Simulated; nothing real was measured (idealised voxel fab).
Process module name: voxel local oxidation
Cross-section cut spans 250 nm and uses square cells 5 nm in size.
Reading order for cross-sections: top band down to bottom band. Underlying form: a grid of square cells. Band size: one or more rows of cells. First you get the band's top height and its bottom height, in nm, and then the materials it's made of, left to right, with each width in nm. If you see a single material with "everywhere", that one covers the band edge to edge. "air" is empty space. For the purposes of this specification, 0 denotes the height below which the wafer in its as-received condition is composed wholly of one material, and the lowermost band, lacking a lower limit, extends downward without end, as expressed in "0 nm and below". Per-row width for "30..40": begins at first number (top row of band), ends at second number (bottom row), increment between rows held constant. The designation "same as before", where it is given for a processing step, indicates that no cell of the cross-section was altered in the course of that step. Closed empty spaces (no open way to the top) of 8 cells or more are what "Closed void table" lists, each as width x height at distance from the left edge, nm for all three. Formally, on a step line, whatever follows the settings is a remark that the simulator itself makes on the step. When a step includes a mask, the "overlay nm" setting on its line states how far to the right of its planned place that mask lay, and negative values state how far to the left.
PROCESS STEPS (PLANNED)
1. op RECEIVE | material Si
2. op CONFORMAL_DEP | material SiO2 | thk nm 5
3. op CONFORMAL_DEP | material SiN | thk nm 15
4. op PATTERN | tone cover | mask id ACTIVE | material resist | width nm 130 | thk nm 15 | overlay nm 0
5. op DIRECTIONAL_ETCH | etch materials SiN | depth nm 15
6. op STRIP | etch materials resist
7. op SELECTIVE_ETCH | etch materials SiO2 | depth nm 5
8. op OXIDIZE | depth nm 15
9. op STRIP | etch materials SiN
WAFER AS RECEIVED: CROSS-SECTION FOLLOWING STEP 1
    0 nm and below = Si everywhere
    Closed void table: none
MODULE COMPLETE, CROSS-SECTION. STARTING POINT AND PLAN PER ABOVE. ONE MISTAKE MADE IN RUNNING THE MODULE
    5 nm to 0 nm = air (70), SiO2 (115), air (65)
    0 nm to -15 nm = SiO2 (85), Si (85), SiO2 (80)
    -15 nm and below = Si everywhere
    Closed void table: none
Heads up, the wafer didn't run the way we planned it: step 4 went in with a setting other than planned; the actual run was op PATTERN | tone cover | mask id ACTIVE | material resist | width nm 125 | thk nm 15 | overlay nm 0
